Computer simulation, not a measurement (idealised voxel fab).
process module | voxel capacitor over wiring
cross-section cut | 240 nm wide | cells 5 nm
A cross-section is a grid of square cells, given in bands from the top down. A band is one or more rows of cells.
Each band's line starts with the height of the band's top and of its bottom, in nm. Then come its materials from left to right, each with its width in nm. One material with "throughout" fills the band from edge to edge. "air" is empty space.
Height 0 is the level under which the wafer as received is all one material. The lowest band goes on downwards, as in "0 down".
A width such as "30 to 40" changes by the same amount from each row of cells to the next, from the band's top row to its bottom row.
"no change" after a step means that no cell of the cross-section changed.
closed voids: empty space of 8 cells or more with no open way to the top, each as width x height at its distance from the left edge, in nm
after a step's settings: what the simulator itself notes on the step
overlay nm, on a step with a mask: how far to the right of its planned place the mask lay; to the left if negative
plan
1 op RECEIVE | material Si
2 op CONFORMAL_DEP | material SiO2 | thk nm 10
3 op DIRECTIONAL_DEP | material TiN | thk nm 5
4 op DIRECTIONAL_DEP | material Ru | thk nm 15
5 op DIRECTIONAL_DEP | material aC | thk nm 15
6 op PATTERN | tone cover | mask id METAL_1 | material resist | width nm 30 | pitch nm 85 | thk nm 35 | overlay nm 0
7 op DIRECTIONAL_ETCH | etch materials aC | depth nm 15
8 op STRIP | etch materials resist
9 op DIRECTIONAL_ETCH | etch materials Ru | depth nm 15
10 op DIRECTIONAL_ETCH | etch materials TiN | depth nm 5
11 op STRIP | etch materials aC
12 op CONFORMAL_DEP | material SiCN | thk nm 5
13 op FILL_DEP | material lowk | thk nm 5
14 op CMP | height nm 30
15 op CONFORMAL_DEP | material SiCN | thk nm 5
16 op DIRECTIONAL_DEP | material SiO2 | thk nm 20
17 op MASKED_ETCH | tone open | mask id PLUG_1 | width nm 15 | etch materials SiO2 | depth nm 20 | overlay nm 0
18 op MASKED_ETCH | tone open | mask id PLUG_1 | width nm 15 | etch materials SiCN | depth nm 5 | overlay nm 0
19 op EPI | material Ru | thk nm 10
20 op EPI | material Ru | thk nm 10
21 op EPI | material Ru | thk nm 5
22 op DIRECTIONAL_DEP | material TiN | thk nm 10
23 op DIRECTIONAL_DEP | material Al2O3 | thk nm 5
24 op DIRECTIONAL_DEP | material TiN | thk nm 10
25 op DIRECTIONAL_DEP | material aC | thk nm 15
26 op PATTERN | tone cover | mask id UPPER_PLATE | material resist | width nm 60 | thk nm 30 | overlay nm 0
27 op DIRECTIONAL_ETCH | etch materials aC | depth nm 15
28 op STRIP | etch materials resist
29 op DIRECTIONAL_ETCH | etch materials TiN | depth nm 10
30 op DIRECTIONAL_ETCH | etch materials Al2O3 | depth nm 5
31 op STRIP | etch materials aC
32 op PATTERN | tone cover | mask id LOWER_PLATE | material resist | width nm 70 | thk nm 15 | overlay nm 0
33 op DIRECTIONAL_ETCH | etch materials TiN | depth nm 10
34 op STRIP | etch materials resist
35 op FILL_DEP | material SiO2 | thk nm 15
36 op CMP | height nm 90
37 op PATTERN | tone open | mask id PLUG_2 | material resist | width nm 15 | thk nm 20 | overlay nm 0
38 op DIRECTIONAL_ETCH | etch materials SiO2 | depth nm 10
39 op STRIP | etch materials resist
40 op CONFORMAL_DEP | material TiN | thk nm 5
41 op FILL_DEP | material W | thk nm 10
42 op CMP | height nm 90
43 op CONFORMAL_DEP | material SiN | thk nm 5
first wafer, as planned
as received, after step 1
  0 down: Si throughout
  closed voids: none
after step 2
  10 to 0: SiO2 throughout
  below 0: unchanged
after step 3
  15 to 10: TiN throughout
  below 10: unchanged
after step 4
  30 to 15: Ru throughout
  below 15: unchanged
after step 5
  45 to 30: aC throughout
  below 30: unchanged
after step 6
  80 to 45: air 60 | resist 30 | air 55 | resist 30 | air 65
  below 45: unchanged
after step 7
  65 to 45: air 60 | resist 30 | air 55 | resist 30 | air 65
  45 to 30: air 60 | aC 30 | air 55 | aC 30 | air 65
  below 30: unchanged
after step 8
  45 to 30: air 60 | aC 30 | air 55 | aC 30 | air 65
  below 30: unchanged
after step 9
  45 to 30: air 60 | aC 30 | air 55 | aC 30 | air 65
  30 to 15: air 60 | Ru 30 | air 55 | Ru 30 | air 65
  below 15: unchanged
after step 10
  45 to 30: air 60 | aC 30 | air 55 | aC 30 | air 65
  30 to 15: air 60 | Ru 30 | air 55 | Ru 30 | air 65
  15 to 10: air 60 | TiN 30 | air 55 | TiN 30 | air 65
  below 10: unchanged
after step 11
  30 to 15: air 60 | Ru 30 | air 55 | Ru 30 | air 65
  below 15: unchanged
after step 12
  35 to 30: air 55 | SiCN 40 | air 45 | SiCN 40 | air 60
  30 to 15: air 55 | SiCN 5 | Ru 30 | SiCN 5 | air 45 | SiCN 5 | Ru 30 | SiCN 5 | air 60
  15 to 10: SiCN 60 | TiN 30 | SiCN 55 | TiN 30 | SiCN 65
  below 10: unchanged
after step 13
  40 to 35: lowk throughout
  35 to 30: lowk 55 | SiCN 40 | lowk 45 | SiCN 40 | lowk 60
  30 to 15: lowk 55 | SiCN 5 | Ru 30 | SiCN 5 | lowk 45 | SiCN 5 | Ru 30 | SiCN 5 | lowk 60
  below 15: unchanged
after step 14
  30 to 15: lowk 55 | SiCN 5 | Ru 30 | SiCN 5 | lowk 45 | SiCN 5 | Ru 30 | SiCN 5 | lowk 60
  below 15: unchanged
after step 15
  35 to 30: SiCN throughout
  below 30: unchanged
after step 16
  55 to 35: SiO2 throughout
  below 35: unchanged
after step 17
  55 to 35: SiO2 75 | air 15 | SiO2 150
  below 35: unchanged
after step 18
  55 to 35: SiO2 75 | air 15 | SiO2 150
  35 to 30: SiCN 75 | air 15 | SiCN 150
  below 30: unchanged
after step 19
  55 to 40: SiO2 75 | air 15 | SiO2 150
  40 to 35: SiO2 75 | Ru 15 | SiO2 150
  35 to 30: SiCN 75 | Ru 15 | SiCN 150
  below 30: unchanged
after step 20
  55 to 50: SiO2 75 | air 15 | SiO2 150
  50 to 35: SiO2 75 | Ru 15 | SiO2 150
  below 35: unchanged
after step 21
  55 to 35: SiO2 75 | Ru 15 | SiO2 150
  below 35: unchanged
after step 22
  65 to 55: TiN throughout
  below 55: unchanged
after step 23
  70 to 65: Al2O3 throughout
  below 65: unchanged
after step 24
  80 to 70: TiN throughout
  below 70: unchanged
after step 25
  95 to 80: aC throughout
  below 80: unchanged
after step 26
  125 to 95: air 75 | resist 60 | air 105
  below 95: unchanged
after step 27
  110 to 95: air 75 | resist 60 | air 105
  95 to 80: air 75 | aC 60 | air 105
  below 80: unchanged
after step 28
  95 to 80: air 75 | aC 60 | air 105
  below 80: unchanged
after step 29
  95 to 80: air 75 | aC 60 | air 105
  80 to 70: air 75 | TiN 60 | air 105
  below 70: unchanged
after step 30
  95 to 80: air 75 | aC 60 | air 105
  80 to 70: air 75 | TiN 60 | air 105
  70 to 65: air 75 | Al2O3 60 | air 105
  below 65: unchanged
after step 31
  80 to 70: air 75 | TiN 60 | air 105
  below 70: unchanged
after step 32
  95 to 80: air 70 | resist 70 | air 100
  80 to 70: air 70 | resist 5 | TiN 60 | resist 5 | air 100
  70 to 65: air 70 | resist 5 | Al2O3 60 | resist 5 | air 100
  below 65: unchanged
after step 33
  95 to 80: air 70 | resist 70 | air 100
  80 to 70: air 70 | resist 5 | TiN 60 | resist 5 | air 100
  70 to 65: air 70 | resist 5 | Al2O3 60 | resist 5 | air 100
  65 to 55: air 70 | TiN 70 | air 100
  below 55: unchanged
after step 34
  80 to 70: air 75 | TiN 60 | air 105
  70 to 65: air 75 | Al2O3 60 | air 105
  below 65: unchanged
after step 35
  95 to 80: SiO2 throughout
  80 to 70: SiO2 75 | TiN 60 | SiO2 105
  70 to 65: SiO2 75 | Al2O3 60 | SiO2 105
  65 to 55: SiO2 70 | TiN 70 | SiO2 100
  below 55: unchanged
after step 36
  90 to 80: SiO2 throughout
  below 80: unchanged
after step 37
  110 to 90: resist 85 | air 15 | resist 140
  below 90: unchanged
after step 38
  110 to 90: resist 85 | air 15 | resist 140
  90 to 80: SiO2 85 | air 15 | SiO2 140
  below 80: unchanged
after step 39
  90 to 80: SiO2 85 | air 15 | SiO2 140
  below 80: unchanged
after step 40
  95 to 90: TiN 90 | air 5 | TiN 145
  90 to 85: SiO2 85 | TiN 5 | air 5 | TiN 5 | SiO2 140
  85 to 80: SiO2 85 | TiN 15 | SiO2 140
  below 80: unchanged
after step 41
  105 to 95: W throughout
  95 to 90: TiN 90 | W 5 | TiN 145
  90 to 85: SiO2 85 | TiN 5 | W 5 | TiN 5 | SiO2 140
  below 85: unchanged
after step 42
  90 to 85: SiO2 85 | TiN 5 | W 5 | TiN 5 | SiO2 140
  below 85: unchanged
after step 43
  95 to 90: SiN throughout
  below 90: unchanged
second wafer: like start, like plan, one mistake. Through step 15 it matches the first wafer
when step 16 should have ended
  65 to 35: SiO2 throughout
  below 35: unchanged
when step 17 should have ended
  65 to 45: SiO2 75 | air 15 | SiO2 150
  below 45: unchanged
when step 18 should have ended: no change
when step 19 should have ended: no change
when step 20 should have ended: no change
when step 21 should have ended: no change
when step 22 should have ended
  75 to 65: TiN 75 | air 15 | TiN 150
  65 to 55: SiO2 75 | air 15 | SiO2 150
  55 to 45: SiO2 75 | TiN 15 | SiO2 150
  below 45: unchanged
when step 23 should have ended
  80 to 75: Al2O3 75 | air 15 | Al2O3 150
  75 to 65: TiN 75 | air 15 | TiN 150
  65 to 60: SiO2 75 | air 15 | SiO2 150
  60 to 55: SiO2 75 | Al2O3 15 | SiO2 150
  below 55: unchanged
when step 24 should have ended
  90 to 80: TiN 75 | air 15 | TiN 150
  80 to 75: Al2O3 75 | air 15 | Al2O3 150
  75 to 70: TiN 75 | air 15 | TiN 150
  70 to 65: TiN throughout
  65 to 60: SiO2 75 | TiN 15 | SiO2 150
  below 60: unchanged
when step 25 should have ended
  105 to 90: aC 75 | air 15 | aC 150
  90 to 85: TiN 75 | air 15 | TiN 150
  85 to 80: TiN 75 | aC 15 | TiN 150
  80 to 75: Al2O3 75 | aC 15 | Al2O3 150
  75 to 70: TiN 75 | aC 15 | TiN 150
  below 70: unchanged
when step 26 should have ended
  135 to 105: air 75 | resist 60 | air 105
  105 to 90: aC 75 | resist 15 | aC 150
  90 to 85: TiN 75 | resist 15 | TiN 150
  below 85: unchanged
when step 27 should have ended
  120 to 105: air 75 | resist 60 | air 105
  105 to 90: air 75 | resist 15 | aC 45 | air 105
  below 90: unchanged
when step 28 should have ended
  105 to 90: air 90 | aC 45 | air 105
  90 to 85: TiN 75 | air 15 | TiN 150
  below 85: unchanged
when step 29 should have ended
  105 to 90: air 90 | aC 45 | air 105
  90 to 85: air 90 | TiN 45 | air 105
  85 to 80: air 75 | aC 15 | TiN 45 | air 105
  below 80: unchanged
when step 30 should have ended
  105 to 90: air 90 | aC 45 | air 105
  90 to 85: air 90 | TiN 45 | air 105
  85 to 80: air 75 | aC 15 | TiN 45 | air 105
  80 to 75: air 75 | aC 15 | Al2O3 45 | air 105
  below 75: unchanged
when step 31 should have ended
  90 to 80: air 90 | TiN 45 | air 105
  80 to 75: air 90 | Al2O3 45 | air 105
  75 to 70: TiN 75 | air 15 | TiN 150
  below 70: unchanged
when step 32 should have ended
  105 to 90: air 70 | resist 70 | air 100
  90 to 80: air 70 | resist 20 | TiN 45 | resist 5 | air 100
  80 to 75: air 70 | resist 20 | Al2O3 45 | resist 5 | air 100
  75 to 70: TiN 75 | resist 15 | TiN 150
  below 70: unchanged
when step 33 should have ended
  105 to 90: air 70 | resist 70 | air 100
  90 to 80: air 70 | resist 20 | TiN 45 | resist 5 | air 100
  80 to 75: air 70 | resist 20 | Al2O3 45 | resist 5 | air 100
  75 to 70: air 70 | TiN 5 | resist 15 | TiN 50 | air 100
  70 to 65: air 70 | TiN 70 | air 100
  below 65: unchanged
when step 34 should have ended
  90 to 80: air 90 | TiN 45 | air 105
  80 to 75: air 90 | Al2O3 45 | air 105
  75 to 70: air 70 | TiN 5 | air 15 | TiN 50 | air 100
  below 70: unchanged
when step 35 should have ended
  105 to 90: SiO2 throughout
  90 to 80: SiO2 90 | TiN 45 | SiO2 105
  80 to 75: SiO2 90 | Al2O3 45 | SiO2 105
  75 to 70: SiO2 70 | TiN 5 | SiO2 15 | TiN 50 | SiO2 100
  70 to 60: SiO2 70 to 75 | TiN 70 to 15 | SiO2 100 to 150
  below 60: unchanged
when step 36 should have ended
  90 to 80: SiO2 90 | TiN 45 | SiO2 105
  below 80: unchanged
when step 37 should have ended
  110 to 90: resist 85 | air 15 | resist 140
  below 90: unchanged
when step 38 should have ended
  110 to 90: resist 85 | air 15 | resist 140
  90 to 80: SiO2 85 | air 5 | TiN 45 | SiO2 105
  below 80: unchanged
when step 39 should have ended
  90 to 80: SiO2 85 | air 5 | TiN 45 | SiO2 105
  below 80: unchanged
when step 40 should have ended
  95 to 90: TiN throughout
  90 to 80: SiO2 85 | TiN 50 | SiO2 105
  below 80: unchanged
when step 41 should have ended
  105 to 95: W throughout
  below 95: unchanged
when step 42 should have ended
  90 to 80: SiO2 85 | TiN 50 | SiO2 105
  below 80: unchanged
when step 43 should have ended
  95 to 90: SiN throughout
  below 90: unchanged
what went wrong: step 16 ran as: op DIRECTIONAL_DEP | material SiO2 | thk nm 30
at the end the second wafer has, in cells: 15 fewer of Ru | 3 more of SiCN | 16 more of SiO2 | 3 fewer of TiN | 1 fewer of W
